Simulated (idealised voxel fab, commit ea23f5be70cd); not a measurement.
The document below concerns the process module designated voxel self aligned contacts.
In the cross-section labelled cut, the width is 235 nm and each square cell is 5 nm.
Cross-section, as written here: a square-cell grid given band by band from the top down, where a band holds one or more rows of cells.
Heights first: top, then bottom, in nm. Then materials, left to right, each with a width in nm. "all across" on a single material: fills the band edge to edge. "empty": empty space.
All heights in this document are referenced to 0, defined as the level beneath which the wafer, as received, consists entirely of one material. The lowest band is not bounded below; it extends indefinitely downward and is written in the form "top 0, no bottom".
Note: "30->40" means the width goes from the first number (top row of the band) to the second number (bottom row) in equal steps per row of cells.
You'll sometimes find "no modification" written for a step, and that's the way of saying that nowhere in the cross-section did a cell change during that step.
"Fully enclosed voids" means: voids of 8 cells or more that are shut off from the top with no open way through. Written width x height at distance, distance from the left edge, in nm.
If you see something after the settings on a step's line, that's the simulator's own remark about that step.
overlay nm: how far to the right of its planned place the mask lay on this masked step (negative: to the left).
### This section lists the process steps that were planned
1,RECEIVE | material Si
2,CONFORMAL_DEP | material SiO2 | thk nm 5
3,DIRECTIONAL_DEP | material polySi | thk nm 30
4,DIRECTIONAL_DEP | material SiN | thk nm 20
5,DIRECTIONAL_DEP | material aC | thk nm 15
6,PATTERN | tone cover | mask id GATE | material resist | width nm 35 | pitch nm 75 | thk nm 30 | overlay nm 0
7,DIRECTIONAL_ETCH | etch materials aC | depth nm 15
8,STRIP | etch materials resist
9,DIRECTIONAL_ETCH | etch materials SiN | depth nm 20
10,DIRECTIONAL_ETCH | etch materials polySi | depth nm 30
11,STRIP | etch materials aC
12,CONFORMAL_DEP | material SiN | thk nm 10
13,DIRECTIONAL_ETCH | etch materials SiN | depth nm 10
14,FILL_DEP | material SiO2 | thk nm 20
15,CMP | height nm 65
16,DIRECTIONAL_DEP | material aC | thk nm 15
17,PATTERN | tone open | mask id CONTACT | material resist | width nm 50 | pitch nm 75 | thk nm 35 | overlay nm 0
18,DIRECTIONAL_ETCH | etch materials aC | depth nm 15
19,STRIP | etch materials resist
20,DIRECTIONAL_ETCH | etch materials SiO2 | depth nm 65
21,STRIP | etch materials aC
22,CONFORMAL_DEP | material TiN | thk nm 5
23,FILL_DEP | material W | thk nm 10
24,CMP | height nm 65
25,CONFORMAL_DEP | material SiCN | thk nm 5
### As-received state of the wafer in cross-section, equivalent to post-step 1
	top 0, no bottom = Si all across
	Fully enclosed voids: none
### End-of-module cross-section of the first of two wafers, processed as planned
	top 70, bottom 65 = SiCN all across
	top 65, bottom 55 = SiO2 55 nm  TiN 5->20 nm  W 40->10 nm  TiN 5->20 nm  SiO2 25 nm  TiN 5->20 nm  W 40->10 nm  TiN 5->20 nm  SiO2 55 nm
	top 55, bottom 35 = SiO2 15 nm  SiN 55 nm  TiN 5 nm  W 10 nm  TiN 5 nm  SiN 55 nm  TiN 5 nm  W 10 nm  TiN 5 nm  SiN 55 nm  SiO2 15 nm
	top 35, bottom 5 = SiO2 15 nm  SiN 10 nm  polySi 35 nm  SiN 10 nm  TiN 5 nm  W 10 nm  TiN 5 nm  SiN 10 nm  polySi 35 nm  SiN 10 nm  TiN 5 nm  W 10 nm  TiN 5 nm  SiN 10 nm  polySi 35 nm  SiN 10 nm  SiO2 15 nm
	top 5, bottom 0 = SiO2 70 nm  TiN 20 nm  SiO2 55 nm  TiN 20 nm  SiO2 70 nm
	top 0, no bottom = Si all across
	Fully enclosed voids: none
### Now the second wafer, cross-sectioned at the end of the module. Nothing different at the start, nothing different in the plan compared with the first, just one mistake when it was actually run
	top 70, bottom 65 = SiCN all across
	top 65, bottom 60 = W 50 nm  TiN 5 nm  SiO2 50 nm  TiN 5 nm  W 15 nm  TiN 5 nm  SiO2 50 nm  TiN 5 nm  W 50 nm
	top 60, bottom 55 = W 10 nm  TiN 45 nm  SiO2 50 nm  TiN 25 nm  SiO2 50 nm  TiN 45 nm  W 10 nm
	top 55, bottom 35 = W 10 nm  TiN 5 nm  SiN 55 nm  SiO2 20 nm  SiN 55 nm  SiO2 20 nm  SiN 55 nm  TiN 5 nm  W 10 nm
	top 35, bottom 5 = W 10 nm  TiN 5 nm  SiN 10 nm  polySi 35 nm  SiN 10 nm  SiO2 20 nm  SiN 10 nm  polySi 35 nm  SiN 10 nm  SiO2 20 nm  SiN 10 nm  polySi 35 nm  SiN 10 nm  TiN 5 nm  W 10 nm
	top 5, bottom 0 = TiN 15 nm  SiO2 205 nm  TiN 15 nm
	top 0, no bottom = Si all across
	Fully enclosed voids: none
In executing the process, a mistake was made relative to the plan: not per plan at step 17, really ran PATTERN | tone cover | mask id CONTACT | material resist | width nm 50 | pitch nm 75 | thk nm 35 | overlay nm 0
The second wafer ends with more or fewer cells of some materials than the first, per final count: SiO2 +8; TiN -15; W +7
